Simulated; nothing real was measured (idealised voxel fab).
This section sets out a process module, namely voxel spacer lines.
The cross-section shown here is cut; it is 280 nm wide and divided into square cells measuring 5 nm on a side.
When this document writes out a cross-section, it uses a grid of square cells and lists it as bands, beginning at the top and moving down, with a band standing for one or more rows of cells.
Band: top height; bottom height; in nm. Then, left to right: material with width in nm, for each material. "throughout": a single material spanning edge to edge. "air": empty space.
Basically, 0 is our baseline, since under it the wafer straight out of the box is all one material. The bottom band has no lower end and keeps on going down, so it looks like "0 down".
Quick explanation for "30..40": the width changes in equal steps down the rows of cells, from the first number in the band's top row to the second number in its bottom row.
"no modification" means the step left every cell of the cross-section as it was.
The entry "Sealed-off cavities" lists the empty spaces that cover at least 8 cells and have no open path to the top. Each is written as width x height at distance, where the distance is measured from the left edge and all three values are in nm.
The remark found on a step's line after its settings is issued by the simulator itself and pertains to that step.
The setting "overlay nm" may be written on the line of a step. When the step uses a mask, the value reports how far to the right of the planned place the mask lay, and a negative value reports that it lay to the left.
## The steps planned for the process are as follows
step 1: RECEIVE,material Si
step 2: CONFORMAL_DEP,material SiO2,thk nm 5
step 3: DIRECTIONAL_DEP,material TiN,thk nm 10
step 4: DIRECTIONAL_DEP,material polySi,thk nm 25
step 5: PATTERN,tone cover,mask id MANDREL,material resist,width nm 15,pitch nm 50,thk nm 30,overlay nm 0
step 6: DIRECTIONAL_ETCH,etch materials polySi,depth nm 25
step 7: STRIP,etch materials resist
step 8: CONFORMAL_DEP,material SiN,thk nm 10
step 9: DIRECTIONAL_ETCH,etch materials SiN,depth nm 10
step 10: STRIP,etch materials polySi
step 11: DIRECTIONAL_ETCH,etch materials TiN,depth nm 10
step 12: STRIP,etch materials SiN
## Cross-section of the wafer at receipt, which is the condition after step 1
- 0 down  Si throughout
- Sealed-off cavities: none
## Post-module cross-section: identical start and plan to those above, one misstep in execution
- 15 to 5  air 65; TiN 10; air 25; TiN 10; air 5; TiN 10; air 25; TiN 10; air 5; TiN 10; air 25; TiN 10; air 70
- 5 to 0  SiO2 throughout
- 0 down  Si throughout
- Sealed-off cavities: none
Short version of what went wrong: step 5 was run on a setting that differed from the plan, and what really ran there is PATTERN,tone cover,mask id MANDREL,material resist,width nm 25,pitch nm 50,thk nm 30,overlay nm 0
